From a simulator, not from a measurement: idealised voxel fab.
The following is a process module called voxel wiring stack.
In the cross-section labelled cut, the width is 255 nm and each square cell is 5 nm.
Cross-section layout: square cells on a grid; listed as bands, top to bottom; a band spans one or more cell rows.
Band entry format. Leading values: height of top, height of bottom, nm. Remainder: materials in left-to-right order, each with its width in nm. Special words: "all across" on a single material, which then fills the band edge to edge; "air", empty space.
The level at which height equals 0 is the one under which the wafer, as it arrives, is entirely one material. No lower edge exists for the bottom band, which continues downward and is notated as in "0 nm and below".
It should be noted that a width expressed as "30..40" varies in equal increments from row to row of cells within the band, taking the value of the first number at the top row and that of the second number at the bottom row.
Where the words "no change occurred" appear for a step, the cross-section shows no cell changed by that step; every cell remained as before.
"Closed cavities": sealed empty spaces, 8 cells or more, no open way to top, listed width x height at distance, with distance from the left edge and width, height and distance in nm.
Past the settings on a step's line: simulator remark, on that step.
If you see "overlay nm" on a step's line and that step has a mask, it's telling you how far right of where it was planned the mask ended up; a negative number means it went left instead.
Reading guide: pairs of cross-sections, before and after one process step; after view cut off at lowest changed band; step and settings listed under each pair. Pairs may stem from different runs of this module on the same starting wafer; continuity with the pair above only where the "State on entry" entry states it.
State on entry:
* 0 nm and below = Si all across
* Closed cavities: none
Post-Step Geometry:
* 10 nm to 0 nm = SiO2 all across
* Everything under 0 stays put, no change at all.
* Closed cavities: none
What step was run between the cross-section before it and the cross-section after it, both above? CONFORMAL_DEP [material SiO2] [thk nm 10]
State on entry: unchanged from the after cross-section in the pair immediately above; refer to that figure.
Post-Step Geometry:
* 15 nm to 10 nm = SiCN all across
* Everything under 10 stays put, no change at all.
* Closed cavities: none
What step was run between the cross-section before it and the cross-section after it, both above? CONFORMAL_DEP [material SiCN] [thk nm 5]
State on entry: unchanged from the after cross-section in the pair immediately above; refer to that figure.
Post-Step Geometry:
* 35 nm to 15 nm = SiO2 all across
* Everything under 15 stays put, no change at all.
* Closed cavities: none
What step was run between the cross-section before it and the cross-section after it, both above? DIRECTIONAL_DEP [material SiO2] [thk nm 20]
State on entry: unchanged from the after cross-section in the pair immediately above; refer to that figure.
Post-Step Geometry:
* 35 nm to 15 nm = 60 SiO2 | 25 air | 30 SiO2 | 25 air | 30 SiO2 | 25 air | 60 SiO2
* Everything under 15 stays put, no change at all.
* Closed cavities: none
What step was run between the cross-section before it and the cross-section after it, both above? MASKED_ETCH [tone open] [mask id METAL_1] [width nm 25] [pitch nm 55] [etch materials SiO2] [depth nm 20] [overlay nm 0]
State on entry: unchanged from the after cross-section in the pair immediately above; refer to that figure.
Post-Step Geometry:
* 35 nm to 15 nm = 60 SiO2 | 25 air | 30 SiO2 | 25 air | 30 SiO2 | 25 air | 60 SiO2
* 15 nm to 10 nm = 60 SiCN | 25 air | 30 SiCN | 25 air | 30 SiCN | 25 air | 60 SiCN
* Everything under 10 stays put, no change at all.
* Closed cavities: none
What step was run between the cross-section before it and the cross-section after it, both above? MASKED_ETCH [tone open] [mask id METAL_1] [width nm 25] [pitch nm 55] [etch materials SiCN] [depth nm 5] [overlay nm 0]
State on entry: unchanged from the after cross-section in the pair immediately above; refer to that figure.
Post-Step Geometry:
* 40 nm to 35 nm = 65 TiN | 15 air | 40 TiN | 15 air | 40 TiN | 15 air | 65 TiN
* 35 nm to 15 nm = 60 SiO2 | 5 TiN | 15 air | 5 TiN | 30 SiO2 | 5 TiN | 15 air | 5 TiN | 30 SiO2 | 5 TiN | 15 air | 5 TiN | 60 SiO2
* 15 nm to 10 nm = 60 SiCN | 25 TiN | 30 SiCN | 25 TiN | 30 SiCN | 25 TiN | 60 SiCN
* Everything under 10 stays put, no change at all.
* Closed cavities: none
What step was run between the cross-section before it and the cross-section after it, both above? CONFORMAL_DEP [material TiN] [thk nm 5]
State on entry: unchanged from the after cross-section in the pair immediately above; refer to that figure.
Post-Step Geometry:
* 45 nm to 40 nm = W all across
* 40 nm to 35 nm = 65 TiN | 15 W | 40 TiN | 15 W | 40 TiN | 15 W | 65 TiN
* 35 nm to 15 nm = 60 SiO2 | 5 TiN | 15 W | 5 TiN | 30 SiO2 | 5 TiN | 15 W | 5 TiN | 30 SiO2 | 5 TiN | 15 W | 5 TiN | 60 SiO2
* Everything under 15 stays put, no change at all.
* Closed cavities: none
What step was run between the cross-section before it and the cross-section after it, both above? FILL_DEP [material W] [thk nm 5]
State on entry: unchanged from the after cross-section in the pair immediately above; refer to that figure.
Post-Step Geometry:
* 35 nm to 15 nm = 60 SiO2 | 5 TiN | 15 W | 5 TiN | 30 SiO2 | 5 TiN | 15 W | 5 TiN | 30 SiO2 | 5 TiN | 15 W | 5 TiN | 60 SiO2
* Everything under 15 stays put, no change at all.
* Closed cavities: none
What step was run between the cross-section before it and the cross-section after it, both above? CMP [height nm 35]
State on entry: unchanged from the after cross-section in the pair immediately above; refer to that figure.
Post-Step Geometry:
* 40 nm to 35 nm = 55 air | 35 Ru | 20 air | 35 Ru | 20 air | 35 Ru | 55 air
* Everything under 35 stays put, no change at all.
* Closed cavities: none
What step was run between the cross-section before it and the cross-section after it, both above? EPI [material Ru] [thk nm 5]
State on entry: unchanged from the after cross-section in the pair immediately above; refer to that figure.
Post-Step Geometry:
* 45 nm to 40 nm = SiCN all across
* 40 nm to 35 nm = 55 SiCN | 35 Ru | 20 SiCN | 35 Ru | 20 SiCN | 35 Ru | 55 SiCN
* Everything under 35 stays put, no change at all.
* Closed cavities: none
What step was run between the cross-section before it and the cross-section after it, both above? FILL_DEP [material SiCN] [thk nm 5]
State on entry: unchanged from the after cross-section in the pair immediately above; refer to that figure.
Post-Step Geometry:
* 70 nm to 45 nm = lowk all across
* Everything under 45 stays put, no change at all.
* Closed cavities: none
What step was run between the cross-section before it and the cross-section after it, both above? DIRECTIONAL_DEP [material lowk] [thk nm 25]
State on entry: unchanged from the after cross-section in the pair immediately above; refer to that figure.
Post-Step Geometry:
* 80 nm to 70 nm = aC all across
* Everything under 70 stays put, no change at all.
* Closed cavities: none
What step was run between the cross-section before it and the cross-section after it, both above? DIRECTIONAL_DEP [material aC] [thk nm 10]
State on entry: unchanged from the after cross-section in the pair immediately above; refer to that figure.
Post-Step Geometry:
* 110 nm to 80 nm = 60 resist | 15 air | 40 resist | 15 air | 40 resist | 15 air | 70 resist
* Everything under 80 stays put, no change at all.
* Closed cavities: none
What step was run between the cross-section before it and the cross-section after it, both above? PATTERN [tone open] [mask id METAL_2_HOLES] [material resist] [width nm 15] [pitch nm 55] [thk nm 30] [overlay nm 0]
State on entry: unchanged from the after cross-section in the pair immediately above; refer to that figure.
Post-Step Geometry:
* 100 nm to 80 nm = 60 resist | 15 air | 40 resist | 15 air | 40 resist | 15 air | 70 resist
* 80 nm to 70 nm = 60 aC | 15 air | 40 aC | 15 air | 40 aC | 15 air | 70 aC
* Everything under 70 stays put, no change at all.
* Closed cavities: none
What step was run between the cross-section before it and the cross-section after it, both above? DIRECTIONAL_ETCH [etch materials aC] [depth nm 10]
State on entry: unchanged from the after cross-section in the pair immediately above; refer to that figure.
Post-Step Geometry:
* 80 nm to 70 nm = 60 aC | 15 air | 40 aC | 15 air | 40 aC | 15 air | 70 aC
* Everything under 70 stays put, no change at all.
* Closed cavities: none
What step was run between the cross-section before it and the cross-section after it, both above? STRIP [etch materials resist]
State on entry: unchanged from the after cross-section in the pair immediately above; refer to that figure.
Post-Step Geometry:
* 80 nm to 70 nm = 60 aC | 15 air | 40 aC | 15 air | 40 aC | 15 air | 70 aC
* 70 nm to 45 nm = 60 lowk | 15 air | 40 lowk | 15 air | 40 lowk | 15 air | 70 lowk
* Everything under 45 stays put, no change at all.
* Closed cavities: none
What step was run between the cross-section before it and the cross-section after it, both above? DIRECTIONAL_ETCH [etch materials lowk] [depth nm 25]
State on entry: unchanged from the after cross-section in the pair immediately above; refer to that figure.
Post-Step Geometry:
* 70 nm to 45 nm = 60 lowk | 15 air | 40 lowk | 15 air | 40 lowk | 15 air | 70 lowk
* Everything under 45 stays put, no change at all.
* Closed cavities: none
What step was run between the cross-section before it and the cross-section after it, both above? STRIP [etch materials aC]
State on entry: unchanged from the after cross-section in the pair immediately above; refer to that figure.
Post-Step Geometry:
* 90 nm to 70 nm = 60 resist | 25 air | 30 resist | 25 air | 30 resist | 25 air | 60 resist
* Everything under 70 stays put, no change at all.
* Closed cavities: none
What step was run between the cross-section before it and the cross-section after it, both above? PATTERN [tone open] [mask id METAL_2] [material resist] [width nm 25] [pitch nm 55] [thk nm 20] [overlay nm 0]
State on entry: unchanged from the after cross-section in the pair immediately above; refer to that figure.
Post-Step Geometry:
* 90 nm to 70 nm = 60 resist | 25 air | 30 resist | 25 air | 30 resist | 25 air | 60 resist
* 70 nm to 55 nm = 60 lowk | 25 air | 30 lowk | 25 air | 30 lowk | 25 air | 60 lowk
* Everything under 55 stays put, no change at all.
* Closed cavities: none
What step was run between the cross-section before it and the cross-section after it, both above? DIRECTIONAL_ETCH [etch materials lowk] [depth nm 15]
State on entry: unchanged from the after cross-section in the pair immediately above; refer to that figure.
Post-Step Geometry:
* 90 nm to 70 nm = 60 resist | 25 air | 30 resist | 25 air | 30 resist | 25 air | 60 resist
* 70 nm to 55 nm = 60 lowk | 25 air | 30 lowk | 25 air | 30 lowk | 25 air | 60 lowk
* 55 nm to 45 nm = 60 lowk | 15 air | 40 lowk | 15 air | 40 lowk | 15 air | 70 lowk
* 45 nm to 40 nm = 60 SiCN | 15 air | 40 SiCN | 15 air | 40 SiCN | 15 air | 70 SiCN
* Everything under 40 stays put, no change at all.
* Closed cavities: none
What step was run between the cross-section before it and the cross-section after it, both above? DIRECTIONAL_ETCH [etch materials SiCN] [depth nm 5]
State on entry: unchanged from the after cross-section in the pair immediately above; refer to that figure.
Post-Step Geometry:
* 70 nm to 55 nm = 60 lowk | 25 air | 30 lowk | 25 air | 30 lowk | 25 air | 60 lowk
* Everything under 55 stays put, no change at all.
* Closed cavities: none
What step was run between the cross-section before it and the cross-section after it, both above? STRIP [etch materials resist]
State on entry: unchanged from the after cross-section in the pair immediately above; refer to that figure.
Post-Step Geometry:
* 75 nm to 70 nm = 65 TiN | 15 air | 40 TiN | 15 air | 40 TiN | 15 air | 65 TiN
* 70 nm to 60 nm = 60 lowk | 5 TiN | 15 air | 5 TiN | 30 lowk | 5 TiN | 15 air | 5 TiN | 30 lowk | 5 TiN | 15 air | 5 TiN | 60 lowk
* 60 nm to 55 nm = 60 lowk | 5 TiN | 5 air | 15 TiN | 30 lowk | 5 TiN | 5 air | 15 TiN | 30 lowk | 5 TiN | 5 air | 15 TiN | 60 lowk
* 55 nm to 45 nm = 60 lowk | 5 TiN | 5 air | 5 TiN | 40 lowk | 5 TiN | 5 air | 5 TiN | 40 lowk | 5 TiN | 5 air | 5 TiN | 70 lowk
* 45 nm to 40 nm = 60 SiCN | 15 TiN | 40 SiCN | 15 TiN | 40 SiCN | 15 TiN | 70 SiCN
* Everything under 40 stays put, no change at all.
* Closed cavities: none
What step was run between the cross-section before it and the cross-section after it, both above? CONFORMAL_DEP [material TiN] [thk nm 5]
State on entry: unchanged from the after cross-section in the pair immediately above; refer to that figure.
Post-Step Geometry:
* 85 nm to 75 nm = Ru all across
* 75 nm to 70 nm = 65 TiN | 15 Ru | 40 TiN | 15 Ru | 40 TiN | 15 Ru | 65 TiN
* 70 nm to 60 nm = 60 lowk | 5 TiN | 15 Ru | 5 TiN | 30 lowk | 5 TiN | 15 Ru | 5 TiN | 30 lowk | 5 TiN | 15 Ru | 5 TiN | 60 lowk
* 60 nm to 55 nm = 60 lowk | 5 TiN | 5 Ru | 15 TiN | 30 lowk | 5 TiN | 5 Ru | 15 TiN | 30 lowk | 5 TiN | 5 Ru | 15 TiN | 60 lowk
* 55 nm to 45 nm = 60 lowk | 5 TiN | 5 Ru | 5 TiN | 40 lowk | 5 TiN | 5 Ru | 5 TiN | 40 lowk | 5 TiN | 5 Ru | 5 TiN | 70 lowk
* Everything under 45 stays put, no change at all.
* Closed cavities: none
What step was run between the cross-section before it and the cross-section after it, both above? FILL_DEP [material Ru] [thk nm 10]
State on entry: unchanged from the after cross-section in the pair immediately above; refer to that figure.
Post-Step Geometry:
* 70 nm to 60 nm = 60 lowk | 5 TiN | 15 Ru | 5 TiN | 30 lowk | 5 TiN | 15 Ru | 5 TiN | 30 lowk | 5 TiN | 15 Ru | 5 TiN | 60 lowk
* Everything under 60 stays put, no change at all.
* Closed cavities: none
What step was run between the cross-section before it and the cross-section after it, both above? CMP [height nm 70]
State on entry: unchanged from the after cross-section in the pair immediately above; refer to that figure.
Post-Step Geometry:
* 75 nm to 70 nm = SiCN all across
* Everything under 70 stays put, no change at all.
* Closed cavities: none
What step was run between the cross-section before it and the cross-section after it, both above? CONFORMAL_DEP [material SiCN] [thk nm 5]
State on entry: unchanged from the after cross-section in the pair immediately above; refer to that figure.
Post-Step Geometry:
* 100 nm to 75 nm = lowk all across
* Everything under 75 stays put, no change at all.
* Closed cavities: none
What step was run between the cross-section before it and the cross-section after it, both above? DIRECTIONAL_DEP [material lowk] [thk nm 25]
State on entry: unchanged from the after cross-section in the pair immediately above; refer to that figure.
Post-Step Geometry:
* 115 nm to 100 nm = aC all across
* Everything under 100 stays put, no change at all.
* Closed cavities: none
What step was run between the cross-section before it and the cross-section after it, both above? DIRECTIONAL_DEP [material aC] [thk nm 15]
State on entry: unchanged from the after cross-section in the pair immediately above; refer to that figure.
Post-Step Geometry:
* 145 nm to 115 nm = 60 resist | 25 air | 30 resist | 25 air | 30 resist | 25 air | 60 resist
* Everything under 115 stays put, no change at all.
* Closed cavities: none
What step was run between the cross-section before it and the cross-section after it, both above? PATTERN [tone open] [mask id METAL_3] [material resist] [width nm 25] [pitch nm 55] [thk nm 30] [overlay nm 0]
State on entry: unchanged from the after cross-section in the pair immediately above; refer to that figure.
Post-Step Geometry:
* 130 nm to 115 nm = 60 resist | 25 air | 30 resist | 25 air | 30 resist | 25 air | 60 resist
* 115 nm to 100 nm = 60 aC | 25 air | 30 aC | 25 air | 30 aC | 25 air | 60 aC
* Everything under 100 stays put, no change at all.
* Closed cavities: none
What step was run between the cross-section before it and the cross-section after it, both above? DIRECTIONAL_ETCH [etch materials aC] [depth nm 15]
State on entry: unchanged from the after cross-section in the pair immediately above; refer to that figure.
Post-Step Geometry:
* 115 nm to 100 nm = 60 aC | 25 air | 30 aC | 25 air | 30 aC | 25 air | 60 aC
* Everything under 100 stays put, no change at all.
* Closed cavities: none
What step was run between the cross-section before it and the cross-section after it, both above? STRIP [etch materials resist]
State on entry: unchanged from the after cross-section in the pair immediately above; refer to that figure.
Post-Step Geometry:
* 115 nm to 100 nm = 60 aC | 25 air | 30 aC | 25 air | 30 aC | 25 air | 60 aC
* 100 nm to 85 nm = 60 lowk | 25 air | 30 lowk | 25 air | 30 lowk | 25 air | 60 lowk
* Everything under 85 stays put, no change at all.
* Closed cavities: none
What step was run between the cross-section before it and the cross-section after it, both above? DIRECTIONAL_ETCH [etch materials lowk] [depth nm 15]
State on entry: unchanged from the after cross-section in the pair immediately above; refer to that figure.
Post-Step Geometry:
* 100 nm to 85 nm = 60 lowk | 25 air | 30 lowk | 25 air | 30 lowk | 25 air | 60 lowk
* Everything under 85 stays put, no change at all.
* Closed cavities: none
What step was run between the cross-section before it and the cross-section after it, both above? STRIP [etch materials aC]
State on entry: unchanged from the after cross-section in the pair immediately above; refer to that figure.
Post-Step Geometry:
* 120 nm to 100 nm = 60 resist | 15 air | 40 resist | 15 air | 40 resist | 15 air | 70 resist
* 100 nm to 85 nm = 60 lowk | 15 air | 10 resist | 30 lowk | 15 air | 10 resist | 30 lowk | 15 air | 10 resist | 60 lowk
* Everything under 85 stays put, no change at all.
* Closed cavities: none
What step was run between the cross-section before it and the cross-section after it, both above? PATTERN [tone open] [mask id METAL_3_HOLES] [material resist] [width nm 15] [pitch nm 55] [thk nm 20] [overlay nm 0]
State on entry: unchanged from the after cross-section in the pair immediately above; refer to that figure.
Post-Step Geometry:
* 120 nm to 100 nm = 60 resist | 15 air | 40 resist | 15 air | 40 resist | 15 air | 70 resist
* 100 nm to 85 nm = 60 lowk | 15 air | 10 resist | 30 lowk | 15 air | 10 resist | 30 lowk | 15 air | 10 resist | 60 lowk
* 85 nm to 75 nm = 60 lowk | 15 air | 40 lowk | 15 air | 40 lowk | 15 air | 70 lowk
* Everything under 75 stays put, no change at all.
* Closed cavities: none
What step was run between the cross-section before it and the cross-section after it, both above? DIRECTIONAL_ETCH [etch materials lowk] [depth nm 10]
State on entry: unchanged from the after cross-section in the pair immediately above; refer to that figure.
Post-Step Geometry:
* 120 nm to 100 nm = 60 resist | 15 air | 40 resist | 15 air | 40 resist | 15 air | 70 resist
* 100 nm to 85 nm = 60 lowk | 15 air | 10 resist | 30 lowk | 15 air | 10 resist | 30 lowk | 15 air | 10 resist | 60 lowk
* 85 nm to 75 nm = 60 lowk | 15 air | 40 lowk | 15 air | 40 lowk | 15 air | 70 lowk
* 75 nm to 70 nm = 60 SiCN | 15 air | 40 SiCN | 15 air | 40 SiCN | 15 air | 70 SiCN
* Everything under 70 stays put, no change at all.
* Closed cavities: none
What step was run between the cross-section before it and the cross-section after it, both above? DIRECTIONAL_ETCH [etch materials SiCN] [depth nm 5]
State on entry: unchanged from the after cross-section in the pair immediately above; refer to that figure.
Post-Step Geometry:
* 100 nm to 85 nm = 60 lowk | 25 air | 30 lowk | 25 air | 30 lowk | 25 air | 60 lowk
* Everything under 85 stays put, no change at all.
* Closed cavities: none
What step was run between the cross-section before it and the cross-section after it, both above? STRIP [etch materials resist]
State on entry: unchanged from the after cross-section in the pair immediately above; refer to that figure.
Post-Step Geometry:
* 105 nm to 100 nm = 65 TiN | 15 air | 40 TiN | 15 air | 40 TiN | 15 air | 65 TiN
* 100 nm to 90 nm = 60 lowk | 5 TiN | 15 air | 5 TiN | 30 lowk | 5 TiN | 15 air | 5 TiN | 30 lowk | 5 TiN | 15 air | 5 TiN | 60 lowk
* 90 nm to 85 nm = 60 lowk | 5 TiN | 5 air | 15 TiN | 30 lowk | 5 TiN | 5 air | 15 TiN | 30 lowk | 5 TiN | 5 air | 15 TiN | 60 lowk
* 85 nm to 75 nm = 60 lowk | 5 TiN | 5 air | 5 TiN | 40 lowk | 5 TiN | 5 air | 5 TiN | 40 lowk | 5 TiN | 5 air | 5 TiN | 70 lowk
* 75 nm to 70 nm = 60 SiCN | 15 TiN | 40 SiCN | 15 TiN | 40 SiCN | 15 TiN | 70 SiCN
* Everything under 70 stays put, no change at all.
* Closed cavities: none
What step was run between the cross-section before it and the cross-section after it, both above? CONFORMAL_DEP [material TiN] [thk nm 5]
State on entry: unchanged from the after cross-section in the pair immediately above; refer to that figure.
Post-Step Geometry:
* 115 nm to 105 nm = Cu all across
* 105 nm to 100 nm = 65 TiN | 15 Cu | 40 TiN | 15 Cu | 40 TiN | 15 Cu | 65 TiN
* 100 nm to 90 nm = 60 lowk | 5 TiN | 15 Cu | 5 TiN | 30 lowk | 5 TiN | 15 Cu | 5 TiN | 30 lowk | 5 TiN | 15 Cu | 5 TiN | 60 lowk
* 90 nm to 85 nm = 60 lowk | 5 TiN | 5 Cu | 15 TiN | 30 lowk | 5 TiN | 5 Cu | 15 TiN | 30 lowk | 5 TiN | 5 Cu | 15 TiN | 60 lowk
* 85 nm to 75 nm = 60 lowk | 5 TiN | 5 Cu | 5 TiN | 40 lowk | 5 TiN | 5 Cu | 5 TiN | 40 lowk | 5 TiN | 5 Cu | 5 TiN | 70 lowk
* Everything under 75 stays put, no change at all.
* Closed cavities: none
What step was run between the cross-section before it and the cross-section after it, both above? FILL_DEP [material Cu] [thk nm 10]
State on entry: unchanged from the after cross-section in the pair immediately above; refer to that figure.
Post-Step Geometry:
* 100 nm to 90 nm = 60 lowk | 5 TiN | 15 Cu | 5 TiN | 30 lowk | 5 TiN | 15 Cu | 5 TiN | 30 lowk | 5 TiN | 15 Cu | 5 TiN | 60 lowk
* Everything under 90 stays put, no change at all.
* Closed cavities: none
What step was run between the cross-section before it and the cross-section after it, both above? CMP [height nm 100]
State on entry: unchanged from the after cross-section in the pair immediately above; refer to that figure.
Post-Step Geometry:
* 105 nm to 100 nm = SiN all across
* Everything under 100 stays put, no change at all.
* Closed cavities: none
What step was run between the cross-section before it and the cross-section after it, both above? CONFORMAL_DEP [material SiN] [thk nm 5]
State on entry:
* 10 nm to 0 nm = SiO2 all across
* 0 nm and below = Si all across
* Closed cavities: none
Post-Step Geometry:
* 30 nm to 0 nm = SiO2 all across
* Everything under 0 stays put, no change at all.
* Closed cavities: none
What step was run between the cross-section before it and the cross-section after it, both above? DIRECTIONAL_DEP [material SiO2] [thk nm 20]
State on entry: unchanged from the after cross-section in the pair immediately above; refer to that figure.
Post-Step Geometry:
* 30 nm to 10 nm = 60 SiO2 | 25 air | 30 SiO2 | 25 air | 30 SiO2 | 25 air | 60 SiO2
* Everything under 10 stays put, no change at all.
* Closed cavities: none
What step was run between the cross-section before it and the cross-section after it, both above? MASKED_ETCH [tone open] [mask id METAL_1] [width nm 25] [pitch nm 55] [etch materials SiO2] [depth nm 20] [overlay nm 0]
State on entry: unchanged from the after cross-section in the pair immediately above; refer to that figure.
Post-Step Geometry:
* 35 nm to 30 nm = 65 TiN | 15 air | 40 TiN | 15 air | 40 TiN | 15 air | 65 TiN
* 30 nm to 15 nm = 60 SiO2 | 5 TiN | 15 air | 5 TiN | 30 SiO2 | 5 TiN | 15 air | 5 TiN | 30 SiO2 | 5 TiN | 15 air | 5 TiN | 60 SiO2
* 15 nm to 10 nm = 60 SiO2 | 25 TiN | 30 SiO2 | 25 TiN | 30 SiO2 | 25 TiN | 60 SiO2
* Everything under 10 stays put, no change at all.
* Closed cavities: none
What step was run between the cross-section before it and the cross-section after it, both above? CONFORMAL_DEP [material TiN] [thk nm 5]
State on entry: unchanged from the after cross-section in the pair immediately above; refer to that figure.
Post-Step Geometry:
* 40 nm to 35 nm = W all across
* 35 nm to 30 nm = 65 TiN | 15 W | 40 TiN | 15 W | 40 TiN | 15 W | 65 TiN
* 30 nm to 15 nm = 60 SiO2 | 5 TiN | 15 W | 5 TiN | 30 SiO2 | 5 TiN | 15 W | 5 TiN | 30 SiO2 | 5 TiN | 15 W | 5 TiN | 60 SiO2
* Everything under 15 stays put, no change at all.
* Closed cavities: none
What step was run between the cross-section before it and the cross-section after it, both above? FILL_DEP [material W] [thk nm 5]
State on entry: unchanged from the after cross-section in the pair immediately above; refer to that figure.
Post-Step Geometry:
* 35 nm to 30 nm = 65 TiN | 15 W | 40 TiN | 15 W | 40 TiN | 15 W | 65 TiN
* Everything under 30 stays put, no change at all.
* Closed cavities: none
What step was run between the cross-section before it and the cross-section after it, both above? CMP [height nm 35]
State on entry: unchanged from the after cross-section in the pair immediately above; refer to that figure.
Post-Step Geometry:
* 40 nm to 35 nm = Ru all across
* Everything under 35 stays put, no change at all.
* Closed cavities: none
What step was run between the cross-section before it and the cross-section after it, both above? EPI [material Ru] [thk nm 5]
State on entry: unchanged from the after cross-section in the pair immediately above; refer to that figure.
Post-Step Geometry:
* 45 nm to 40 nm = SiCN all across
* Everything under 40 stays put, no change at all.
* Closed cavities: none
What step was run between the cross-section before it and the cross-section after it, both above? FILL_DEP [material SiCN] [thk nm 5]
State on entry: unchanged from the after cross-section in the pair immediately above; refer to that figure.
Post-Step Geometry:
* 70 nm to 45 nm = lowk all across
* Everything under 45 stays put, no change at all.
* Closed cavities: none
What step was run between the cross-section before it and the cross-section after it, both above? DIRECTIONAL_DEP [material lowk] [thk nm 25]
State on entry: unchanged from the after cross-section in the pair immediately above; refer to that figure.
Post-Step Geometry:
* 80 nm to 70 nm = aC all across
* Everything under 70 stays put, no change at all.
* Closed cavities: none
What step was run between the cross-section before it and the cross-section after it, both above? DIRECTIONAL_DEP [material aC] [thk nm 10]
State on entry: unchanged from the after cross-section in the pair immediately above; refer to that figure.
Post-Step Geometry:
* 110 nm to 80 nm = 60 resist | 15 air | 40 resist | 15 air | 40 resist | 15 air | 70 resist
* Everything under 80 stays put, no change at all.
* Closed cavities: none
What step was run between the cross-section before it and the cross-section after it, both above? PATTERN [tone open] [mask id METAL_2_HOLES] [material resist] [width nm 15] [pitch nm 55] [thk nm 30] [overlay nm 0]
State on entry: unchanged from the after cross-section in the pair immediately above; refer to that figure.
Post-Step Geometry:
* 100 nm to 80 nm = 60 resist | 15 air | 40 resist | 15 air | 40 resist | 15 air | 70 resist
* 80 nm to 70 nm = 60 aC | 15 air | 40 aC | 15 air | 40 aC | 15 air | 70 aC
* Everything under 70 stays put, no change at all.
* Closed cavities: none
What step was run between the cross-section before it and the cross-section after it, both above? DIRECTIONAL_ETCH [etch materials aC] [depth nm 10]
State on entry: unchanged from the after cross-section in the pair immediately above; refer to that figure.
Post-Step Geometry:
* 80 nm to 70 nm = 60 aC | 15 air | 40 aC | 15 air | 40 aC | 15 air | 70 aC
* Everything under 70 stays put, no change at all.
* Closed cavities: none
What step was run between the cross-section before it and the cross-section after it, both above? STRIP [etch materials resist]
State on entry: unchanged from the after cross-section in the pair immediately above; refer to that figure.
Post-Step Geometry:
* 80 nm to 70 nm = 60 aC | 15 air | 40 aC | 15 air | 40 aC | 15 air | 70 aC
* 70 nm to 45 nm = 60 lowk | 15 air | 40 lowk | 15 air | 40 lowk | 15 air | 70 lowk
* Everything under 45 stays put, no change at all.
* Closed cavities: none
What step was run between the cross-section before it and the cross-section after it, both above? DIRECTIONAL_ETCH [etch materials lowk] [depth nm 25]
State on entry: unchanged from the after cross-section in the pair immediately above; refer to that figure.
Post-Step Geometry:
* 70 nm to 45 nm = 60 lowk | 15 air | 40 lowk | 15 air | 40 lowk | 15 air | 70 lowk
* Everything under 45 stays put, no change at all.
* Closed cavities: none
What step was run between the cross-section before it and the cross-section after it, both above? STRIP [etch materials aC]
State on entry: unchanged from the after cross-section in the pair immediately above; refer to that figure.
Post-Step Geometry:
* 90 nm to 70 nm = 60 resist | 25 air | 30 resist | 25 air | 30 resist | 25 air | 60 resist
* Everything under 70 stays put, no change at all.
* Closed cavities: none
What step was run between the cross-section before it and the cross-section after it, both above? PATTERN [tone open] [mask id METAL_2] [material resist] [width nm 25] [pitch nm 55] [thk nm 20] [overlay nm 0]
State on entry: unchanged from the after cross-section in the pair immediately above; refer to that figure.
Post-Step Geometry:
* 90 nm to 70 nm = 60 resist | 25 air | 30 resist | 25 air | 30 resist | 25 air | 60 resist
* 70 nm to 55 nm = 60 lowk | 25 air | 30 lowk | 25 air | 30 lowk | 25 air | 60 lowk
* Everything under 55 stays put, no change at all.
* Closed cavities: none
What step was run between the cross-section before it and the cross-section after it, both above? DIRECTIONAL_ETCH [etch materials lowk] [depth nm 15]
State on entry: unchanged from the after cross-section in the pair immediately above; refer to that figure.
Post-Step Geometry:
* 90 nm to 70 nm = 60 resist | 25 air | 30 resist | 25 air | 30 resist | 25 air | 60 resist
* 70 nm to 55 nm = 60 lowk | 25 air | 30 lowk | 25 air | 30 lowk | 25 air | 60 lowk
* 55 nm to 45 nm = 60 lowk | 15 air | 40 lowk | 15 air | 40 lowk | 15 air | 70 lowk
* 45 nm to 40 nm = 60 SiCN | 15 air | 40 SiCN | 15 air | 40 SiCN | 15 air | 70 SiCN
* Everything under 40 stays put, no change at all.
* Closed cavities: none
What step was run between the cross-section before it and the cross-section after it, both above? DIRECTIONAL_ETCH [etch materials SiCN] [depth nm 5]
State on entry: unchanged from the after cross-section in the pair immediately above; refer to that figure.
Post-Step Geometry:
* 70 nm to 55 nm = 60 lowk | 25 air | 30 lowk | 25 air | 30 lowk | 25 air | 60 lowk
* Everything under 55 stays put, no change at all.
* Closed cavities: none
What step was run between the cross-section before it and the cross-section after it, both above? STRIP [etch materials resist]
State on entry: unchanged from the after cross-section in the pair immediately above; refer to that figure.
Post-Step Geometry:
* 75 nm to 70 nm = 65 TiN | 15 air | 40 TiN | 15 air | 40 TiN | 15 air | 65 TiN
* 70 nm to 60 nm = 60 lowk | 5 TiN | 15 air | 5 TiN | 30 lowk | 5 TiN | 15 air | 5 TiN | 30 lowk | 5 TiN | 15 air | 5 TiN | 60 lowk
* 60 nm to 55 nm = 60 lowk | 5 TiN | 5 air | 15 TiN | 30 lowk | 5 TiN | 5 air | 15 TiN | 30 lowk | 5 TiN | 5 air | 15 TiN | 60 lowk
* 55 nm to 45 nm = 60 lowk | 5 TiN | 5 air | 5 TiN | 40 lowk | 5 TiN | 5 air | 5 TiN | 40 lowk | 5 TiN | 5 air | 5 TiN | 70 lowk
* 45 nm to 40 nm = 60 SiCN | 15 TiN | 40 SiCN | 15 TiN | 40 SiCN | 15 TiN | 70 SiCN
* Everything under 40 stays put, no change at all.
* Closed cavities: none
What step was run between the cross-section before it and the cross-section after it, both above? CONFORMAL_DEP [material TiN] [thk nm 5]
State on entry: unchanged from the after cross-section in the pair immediately above; refer to that figure.
Post-Step Geometry:
* 85 nm to 75 nm = Ru all across
* 75 nm to 70 nm = 65 TiN | 15 Ru | 40 TiN | 15 Ru | 40 TiN | 15 Ru | 65 TiN
* 70 nm to 60 nm = 60 lowk | 5 TiN | 15 Ru | 5 TiN | 30 lowk | 5 TiN | 15 Ru | 5 TiN | 30 lowk | 5 TiN | 15 Ru | 5 TiN | 60 lowk
* 60 nm to 55 nm = 60 lowk | 5 TiN | 5 Ru | 15 TiN | 30 lowk | 5 TiN | 5 Ru | 15 TiN | 30 lowk | 5 TiN | 5 Ru | 15 TiN | 60 lowk
* 55 nm to 45 nm = 60 lowk | 5 TiN | 5 Ru | 5 TiN | 40 lowk | 5 TiN | 5 Ru | 5 TiN | 40 lowk | 5 TiN | 5 Ru | 5 TiN | 70 lowk
* Everything under 45 stays put, no change at all.
* Closed cavities: none
What step was run between the cross-section before it and the cross-section after it, both above? FILL_DEP [material Ru] [thk nm 10]
State on entry: unchanged from the after cross-section in the pair immediately above; refer to that figure.
Post-Step Geometry:
* 70 nm to 60 nm = 60 lowk | 5 TiN | 15 Ru | 5 TiN | 30 lowk | 5 TiN | 15 Ru | 5 TiN | 30 lowk | 5 TiN | 15 Ru | 5 TiN | 60 lowk
* Everything under 60 stays put, no change at all.
* Closed cavities: none
What step was run between the cross-section before it and the cross-section after it, both above? CMP [height nm 70]
